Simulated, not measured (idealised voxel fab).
process module | voxel air gaps
We display cut, a cross-section 165 nm in width whose square cells are each 5 nm.
Bands, listed from the top down, are how a cross-section gets written in this document; the cross-section itself is a grid of square cells, and a band is one or more rows of them. Band: top and bottom heights (nm) first, top before bottom; then materials from left to right, widths in nm. "all across" marks a sole material filling the band edge to edge. "blank" denotes empty space. Heights are expressed relative to 0, this being the level below which the as-received wafer comprises one material exclusively. The lowest band is unbounded in the downward direction and is denoted as in "0 down". Per-row width for "30->40": begins at first number (top row of band), ends at second number (bottom row), increment between rows held constant. When a step is marked "no alteration", none of the cells in the cross-section changed during that step. Under "Sealed internal cavities" you'll find the enclosed gaps, the ones with no way out to the top, that are 8 cells or bigger; each reads width x height at distance, with distance counted from the left edge, everything in nm. It should be noted that, on the line of a given step, the content following the step's settings is a remark produced by the simulator itself with respect to that step. overlay nm: how far to the right of its planned place the mask lay on this masked step (negative: to the left).

# Planned process steps
1: RECEIVE,material Si
2: CONFORMAL_DEP,material SiO2,thk nm 15
3: CONFORMAL_DEP,material SiN,thk nm 5
4: DIRECTIONAL_DEP,material SiO2,thk nm 40
5: PATTERN,tone open,mask id LINES,material resist,width nm 15,pitch nm 40,thk nm 15,overlay nm 0
6: DIRECTIONAL_ETCH,etch materials SiO2,depth nm 40
7: STRIP,etch materials resist
8: CONFORMAL_DEP,material TiN,thk nm 5
9: FILL_DEP,material W,thk nm 10
10: CMP,height nm 60
11: EPI,material Ru,thk nm 10
12: SELECTIVE_ETCH,etch materials SiO2,depth nm 50
13: CONFORMAL_DEP,material SiCN,thk nm 5

# As-received wafer cross-section (after step 1)
    0 down  Si all across
    Sealed internal cavities: none

# Here's the cross-section of the first of our two wafers at the end of the module - it ran as planned
    75 to 70  blank: 20, then SiCN: 125, then blank: 20
    70 to 60  blank: 20, then SiCN: 5, then Ru: 35, then SiCN: 5, then Ru: 35, then SiCN: 5, then Ru: 35, then SiCN: 5, then blank: 20
    60 to 55  blank: 20, then SiCN: 15, then TiN: 5, then W: 5, then TiN: 5, then SiCN: 25, then TiN: 5, then W: 5, then TiN: 5, then SiCN: 25, then TiN: 5, then W: 5, then TiN: 5, then SiCN: 15, then blank: 20
    55 to 25  blank: 30, then SiCN: 5, then TiN: 5, then W: 5, then TiN: 5, then SiCN: 5, then blank: 15, then SiCN: 5, then TiN: 5, then W: 5, then TiN: 5, then SiCN: 5, then blank: 15, then SiCN: 5, then TiN: 5, then W: 5, then TiN: 5, then SiCN: 5, then blank: 30
    25 to 20  SiCN: 35, then TiN: 15, then SiCN: 25, then TiN: 15, then SiCN: 25, then TiN: 15, then SiCN: 35
    20 to 15  SiN all across
    15 to 0  SiO2 all across
    0 down  Si all across
    Sealed internal cavities: 15 x 30 at 55; 15 x 30 at 95

# So this is wafer number two of the two, cut at the end of the module - it started where the first did and had the same plan, we just got one thing wrong running it
    75 to 70  SiCN all across
    70 to 60  Ru all across
    60 to 25  W: 30, then TiN: 5, then SiO2: 15, then TiN: 5, then W: 15, then TiN: 5, then SiO2: 15, then TiN: 5, then W: 15, then TiN: 5, then SiO2: 15, then TiN: 5, then W: 30
    25 to 20  TiN: 35, then SiO2: 15, then TiN: 25, then SiO2: 15, then TiN: 25, then SiO2: 15, then TiN: 35
    20 to 15  SiN all across
    15 to 0  SiO2 all across
    0 down  Si all across
    Sealed internal cavities: none
Want to know what went wrong? step 5 was not run as planned; what actually ran was PATTERN,tone cover,mask id LINES,material resist,width nm 15,pitch nm 40,thk nm 15,overlay nm 0
Heads up, by the end the second wafer has more or fewer cells of some materials compared to the first: Ru +24, SiCN -76, SiO2 +72, TiN +15, W +105
In the final state there are 2 closed voids in the first wafer, compared with 0 in the second wafer.
